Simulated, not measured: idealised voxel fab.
The name of this process module is voxel released beams.
It is cross-section cut that appears here, measuring 210 nm in width, its square cells being 5 nm in size.
A cross-section is written here as square cells arranged in a grid, and it is given in bands from the top down, each band taking up one or more rows of cells. It is stipulated that each band's entry specify, in nanometres, the height of the top of the band and then that of its bottom, followed by the materials of the band in left-to-right sequence, each together with its width in nanometres. A single material marked by the word "throughout" is understood to fill the band from edge to edge; the word "blank" is understood to denote empty space. Ref level 0: as-received wafer is one material below here. Bottom band extends down with no lower bound ("0..down"). So if you see something like "30..40" for the width, read it as the top row of the band sitting at the first number and the bottom row at the second, with every row in between moving by the same amount as the last. "same as before" -> step changed no cross-section cell. So "Closed cavities" is basically the list of trapped voids: any empty space of 8 cells or more that can't reach the top through an opening. They're written width x height at distance, the distance being from the left edge, and it's all nm. That trailing text on a step's line, after the settings, is the simulator's own remark on the step. You can add "overlay nm" to a step's line. For a step with a mask, it describes how far the mask lay to the right of its planned position, and a negative number describes a lay to the left.

[Planned step list for the process]
1. RECEIVE, material Si
2. CONFORMAL_DEP, material Al2O3, thk nm 5
3. DIRECTIONAL_DEP, material SiO2, thk nm 20
4. MASKED_ETCH, tone open, mask id ANCHOR, width nm 40, etch materials SiO2, depth nm 20, overlay nm 0
5. CONFORMAL_DEP, material W, thk nm 15
6. PATTERN, tone cover, mask id BEAM, material resist, width nm 105, thk nm 15, overlay nm 0
7. DIRECTIONAL_ETCH, etch materials W, depth nm 15
8. STRIP, etch materials resist
9. STRIP, etch materials SiO2

[As-received wafer cross-section (after step 1)]
	0..down | Si throughout
	Closed cavities: none

[Cross-section at module end, one run error; start and plan unchanged from above]
	40..25 | blank=50; W=20; blank=10; W=80; blank=50
	25..20 | blank=55; W=15; blank=10; W=15; blank=115
	20..5 | blank=55; W=40; blank=115
	5..0 | Al2O3 throughout
	0..down | Si throughout
	Closed cavities: none
Against the plan, the run slipped here: step 6 went in with a setting other than planned; the actual run was PATTERN, tone cover, mask id BEAM, material resist, width nm 110, thk nm 15, overlay nm 0
